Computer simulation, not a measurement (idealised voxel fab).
process module | voxel capacitor over wiring
cross-section cut | 280 nm wide | cells 5 nm
A cross-section is a grid of square cells, given in bands from the top down. A band is one or more rows of cells.
Each band's line starts with the height of the band's top and of its bottom, in nm. Then come its materials from left to right, each with its width in nm. One material with "throughout" fills the band from edge to edge. "air" is empty space.
Height 0 is the level under which the wafer as received is all one material. The lowest band goes on downwards, as in "0 down".
A width such as "30 to 40" changes by the same amount from each row of cells to the next, from the band's top row to its bottom row.
"no change" after a step means that no cell of the cross-section changed.
closed voids: empty space of 8 cells or more with no open way to the top, each as width x height at its distance from the left edge, in nm
after a step's settings: what the simulator itself notes on the step
overlay nm, on a step with a mask: how far to the right of its planned place the mask lay; to the left if negative
plan
1 op RECEIVE | material Si
2 op CONFORMAL_DEP | material SiO2 | thk nm 15
3 op DIRECTIONAL_DEP | material TiN | thk nm 5
4 op DIRECTIONAL_DEP | material W | thk nm 15
5 op DIRECTIONAL_DEP | material aC | thk nm 10
6 op PATTERN | tone cover | mask id METAL_1 | material resist | width nm 20 | pitch nm 70 | thk nm 30 | overlay nm 0
7 op DIRECTIONAL_ETCH | etch materials aC | depth nm 10
8 op STRIP | etch materials resist
9 op DIRECTIONAL_ETCH | etch materials W | depth nm 15
10 op DIRECTIONAL_ETCH | etch materials TiN | depth nm 5
11 op STRIP | etch materials aC
12 op FILL_DEP | material SiO2 | thk nm 5
13 op CMP | height nm 35
14 op CONFORMAL_DEP | material SiCN | thk nm 5
15 op DIRECTIONAL_DEP | material SiO2 | thk nm 15
16 op MASKED_ETCH | tone open | mask id PLUG_1 | width nm 15 | etch materials SiO2 | depth nm 15 | overlay nm 0
17 op MASKED_ETCH | tone open | mask id PLUG_1 | width nm 15 | etch materials SiCN | depth nm 5 | overlay nm 0
18 op EPI | material Ru | thk nm 10
19 op EPI | material Ru | thk nm 10
20 op DIRECTIONAL_DEP | material TiN | thk nm 10
21 op DIRECTIONAL_DEP | material SiN | thk nm 5
22 op DIRECTIONAL_DEP | material TiN | thk nm 5
23 op PATTERN | tone cover | mask id UPPER_PLATE | material resist | width nm 55 | thk nm 20 | overlay nm 0
24 op DIRECTIONAL_ETCH | etch materials TiN | depth nm 5
25 op DIRECTIONAL_ETCH | etch materials SiN | depth nm 5
26 op STRIP | etch materials resist
27 op DIRECTIONAL_DEP | material aC | thk nm 10
28 op PATTERN | tone cover | mask id LOWER_PLATE | material resist | width nm 65 | thk nm 25 | overlay nm 0
29 op DIRECTIONAL_ETCH | etch materials aC | depth nm 10
30 op STRIP | etch materials resist
31 op DIRECTIONAL_ETCH | etch materials TiN | depth nm 10
32 op STRIP | etch materials aC
33 op FILL_DEP | material SiO2 | thk nm 20
34 op CMP | height nm 90
35 op PATTERN | tone open | mask id PLUG_2 | material resist | width nm 15 | thk nm 15 | overlay nm 0
36 op DIRECTIONAL_ETCH | etch materials SiO2 | depth nm 15
37 op STRIP | etch materials resist
38 op CONFORMAL_DEP | material TiN | thk nm 5
39 op FILL_DEP | material W | thk nm 10
40 op CMP | height nm 90
41 op CONFORMAL_DEP | material SiN | thk nm 5
as received, after step 1
  0 down: Si throughout
  closed voids: none
a wafer at the end: this start, this plan, one mistake
  95 to 90: SiN throughout
  90 to 80: SiO2 110 | TiN 5 | W 5 | TiN 5 | SiO2 155
  80 to 70: SiO2 110 to 100 | TiN 15 to 55 | SiO2 155 to 125
  70 to 65: SiO2 100 | SiN 55 | SiO2 125
  65 to 55: SiO2 95 | TiN 65 | SiO2 120
  55 to 40: SiO2 100 | Ru 15 | SiO2 165
  40 to 35: SiCN 100 | Ru 15 | SiCN 165
  35 to 30: SiO2 95 | TiN 20 | SiO2 50 | TiN 20 | SiO2 95
  30 to 0: SiO2 throughout
  0 down: Si throughout
  closed voids: none
what went wrong: step 2 was run twice
